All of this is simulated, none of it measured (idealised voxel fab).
The process module presented herein is designated voxel self aligned vias.
The cross-section shown here is cut; it is 235 nm wide and divided into square cells measuring 5 nm on a side.
Bands, listed from the top down, are how a cross-section gets written in this document; the cross-section itself is a grid of square cells, and a band is one or more rows of them.
A band entry consists of two parts. The first gives the height of the band's top and the height of its bottom, in nm. The rest lists the band's materials from left to right, each with its width in nm. A single material labelled with the word "all across" fills the band from edge to edge, and the word "blank" marks empty space.
All heights in this document are referenced to 0, defined as the level beneath which the wafer, as received, consists entirely of one material. The lowest band is not bounded below; it extends indefinitely downward and is written in the form "0 nm and below".
A width such as "30..40" changes by the same amount from each row of cells to the next, from the band's top row to its bottom row.
Key: "no alterations made" - step with no changed cell in the cross-section.
Closed empty spaces (no open way to the top) of 8 cells or more are what "Enclosed cavities" lists, each as width x height at distance from the left edge, nm for all three.
Where a step's line continues beyond its settings, the continuation is a remark by the simulator itself on that step.
Steps that use a mask can have "overlay nm" on their line. It says how far the mask sat to the right of where it was meant to be. Negative means to the left.

## Process steps - plan
1: RECEIVE: material Si
2: CONFORMAL_DEP: material SiO2, thk nm 15
3: CONFORMAL_DEP: material SiCN, thk nm 5
4: DIRECTIONAL_DEP: material SiO2, thk nm 30
5: MASKED_ETCH: tone open, mask id LINES, width nm 25, pitch nm 60, etch materials SiO2, depth nm 30, overlay nm 0
6: CONFORMAL_DEP: material TiN, thk nm 5
7: FILL_DEP: material W, thk nm 10
8: CMP: height nm 45
9: SELECTIVE_ETCH: etch materials W Ru TiN, depth nm 5
10: FILL_DEP: material SiN, thk nm 5
11: CMP: height nm 50
12: DIRECTIONAL_DEP: material SiO2, thk nm 15
13: MASKED_ETCH: tone open, mask id VIAS, width nm 35, pitch nm 60, etch materials SiO2, depth nm 15, overlay nm 0
14: MASKED_ETCH: tone open, mask id VIAS, width nm 35, pitch nm 60, etch materials SiN, depth nm 5, overlay nm 0
15: CONFORMAL_DEP: material TiN, thk nm 5
16: FILL_DEP: material Cu, thk nm 5
17: CMP: height nm 65
18: CONFORMAL_DEP: material SiCN, thk nm 5
For this document, wafers share an identical start and vary in the step 8 height nm; the plan quotes the first wafer's value.

## Cross-sectional view of the first of several wafers in the as-received condition, corresponding to the state following step 1
> 0 nm and below = Si all across
> Enclosed cavities: none

## Where each wafer stands at the end of the module, a row apiece: cells of each material gained (+) or lost (-) since it was received, then closed voids
height nm 45; +30 Cu; +94 SiCN; +43 SiN; +425 SiO2; +48 TiN; +18 W; Enclosed cavities: none
height nm 50; +26 Cu; +94 SiCN; +462 SiO2; +52 TiN; +24 W; Enclosed cavities: none
height nm 55; +20 Cu; +94 SiCN; +462 SiO2; +52 TiN; +30 W; Enclosed cavities: none
height nm 60; +20 Cu; +94 SiCN; +462 SiO2; +52 TiN; +30 W; Enclosed cavities: none
height nm 65; +20 Cu; +94 SiCN; +462 SiO2; +52 TiN; +30 W; Enclosed cavities: none
